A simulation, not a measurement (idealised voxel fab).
The name of this process module is voxel trench capacitor.
FYI the section here is cut, 190 nm wide, cells are 5 nm squares.
Notation: cross-section as square-cell grid; stated in bands, top first, going down; one or more cell rows per band. A band entry consists of two parts. The first gives the height of the band's top and the height of its bottom, in nm. The rest lists the band's materials from left to right, each with its width in nm. A single material labelled with the word "edge to edge" fills the band from edge to edge, and the word "blank" marks empty space. Ref level 0: as-received wafer is one material below here. Bottom band extends down with no lower bound ("top 0, no bottom"). You'd read "30->40" like this: the band's top row of cells is as wide as the first number, its bottom row is as wide as the second, and going down, every row changes width by the same amount as the row before did. Reading "nothing was modified" for a step: not a cell of the cross-section changed in it. If an empty space has no open way to the top and is at least 8 cells in size, "Trapped voids" lists it, written width x height at distance, where distance is measured from the left edge and every value is in nm. It should be noted that, on the line of a given step, the content following the step's settings is a remark produced by the simulator itself with respect to that step. The "overlay nm" setting may appear on a step's line; for a step that uses a mask, it gives how far to the right of its planned position the mask lay, and a negative value indicates the left.
**These are the steps we planned for the process**
1 RECEIVE [material Si]
2 CONFORMAL_DEP [material SiN] [thk nm 5]
3 DIRECTIONAL_DEP [material aC] [thk nm 10]
4 PATTERN [tone open] [mask id TRENCH] [material resist] [width nm 30] [pitch nm 55] [thk nm 25] [overlay nm -10]
5 DIRECTIONAL_ETCH [etch materials aC] [depth nm 10]
6 STRIP [etch materials resist]
7 DIRECTIONAL_ETCH [etch materials SiN] [depth nm 5]
8 DIRECTIONAL_ETCH [etch materials Si] [depth nm 30]
9 STRIP [etch materials aC]
10 CONFORMAL_DEP [material HfO2] [thk nm 5]
11 CONFORMAL_DEP [material TiN] [thk nm 5]
12 FILL_DEP [material W] [thk nm 10]
13 CMP [height nm 5]
The wafers in this document start out alike and differ in the overlay nm applied at step 4; the plan shows the value used for the first wafer.
**The first of several wafers, as received after step 1, seen in section**
top 0, no bottom  Si edge to edge
Trapped voids: none
**Heads up, this table goes wafer by wafer. A row tells you, at the end of the module, how many cells of each material that wafer has put on (+) or dropped (-) since it was received, and then its closed voids**
overlay nm -10 | +54 HfO2 | -108 Si | +20 SiN | +42 TiN | +30 W | Trapped voids: none
overlay nm -5 | +54 HfO2 | -108 Si | +20 SiN | +42 TiN | +30 W | Trapped voids: none
overlay nm 0 | +54 HfO2 | -108 Si | +20 SiN | +42 TiN | +30 W | Trapped voids: none
overlay nm 5 | +54 HfO2 | -108 Si | +20 SiN | +42 TiN | +30 W | Trapped voids: none
overlay nm 10 | +54 HfO2 | -108 Si | +20 SiN | +42 TiN | +30 W | Trapped voids: none
